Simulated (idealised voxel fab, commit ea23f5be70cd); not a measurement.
process module | voxel released beams
cross-section cut | 170 nm wide | cells 5 nm
A cross-section is a grid of square cells, given in bands from the top down. A band is one or more rows of cells.
Each band's line starts with the height of the band's top and of its bottom, in nm. Then come its materials from left to right, each with its width in nm. One material with "throughout" fills the band from edge to edge. "air" is empty space.
Height 0 is the level under which the wafer as received is all one material. The lowest band goes on downwards, as in "0 down".
A width such as "30 to 40" changes by the same amount from each row of cells to the next, from the band's top row to its bottom row.
"no change" after a step means that no cell of the cross-section changed.
closed voids: empty space of 8 cells or more with no open way to the top, each as width x height at its distance from the left edge, in nm
after a step's settings: what the simulator itself notes on the step
overlay nm, on a step with a mask: how far to the right of its planned place the mask lay; to the left if negative
plan
1 op RECEIVE | material Si
2 op CONFORMAL_DEP | material Al2O3 | thk nm 5
3 op DIRECTIONAL_DEP | material SiO2 | thk nm 10
4 op DIRECTIONAL_DEP | material aC | thk nm 10
5 op PATTERN | tone open | mask id ANCHOR | material resist | width nm 35 | thk nm 25 | overlay nm 0
6 op DIRECTIONAL_ETCH | etch materials aC | depth nm 10
7 op STRIP | etch materials resist
8 op DIRECTIONAL_ETCH | etch materials SiO2 | depth nm 10
9 op STRIP | etch materials aC
10 op CONFORMAL_DEP | material SiN | thk nm 10
11 op DIRECTIONAL_DEP | material aC | thk nm 10
12 op PATTERN | tone cover | mask id BEAM | material resist | width nm 90 | thk nm 30 | overlay nm 0
13 op DIRECTIONAL_ETCH | etch materials aC | depth nm 10
14 op STRIP | etch materials resist
15 op DIRECTIONAL_ETCH | etch materials SiN | depth nm 10
16 op STRIP | etch materials aC
17 op STRIP | etch materials SiO2
as received, after step 1
  0 down: Si throughout
  closed voids: none
a wafer at the end: this start, this plan, one mistake
  25 to 15: air 35 | SiN 50 | air 85
  15 to 5: air 30 | SiN 10 | SiO2 35 | SiN 50 | air 45
  5 to 0: Al2O3 throughout
  0 down: Si throughout
  closed voids: none
what went wrong: step 5 ran as: op PATTERN | tone cover | mask id ANCHOR | material resist | width nm 35 | thk nm 25 | overlay nm 0
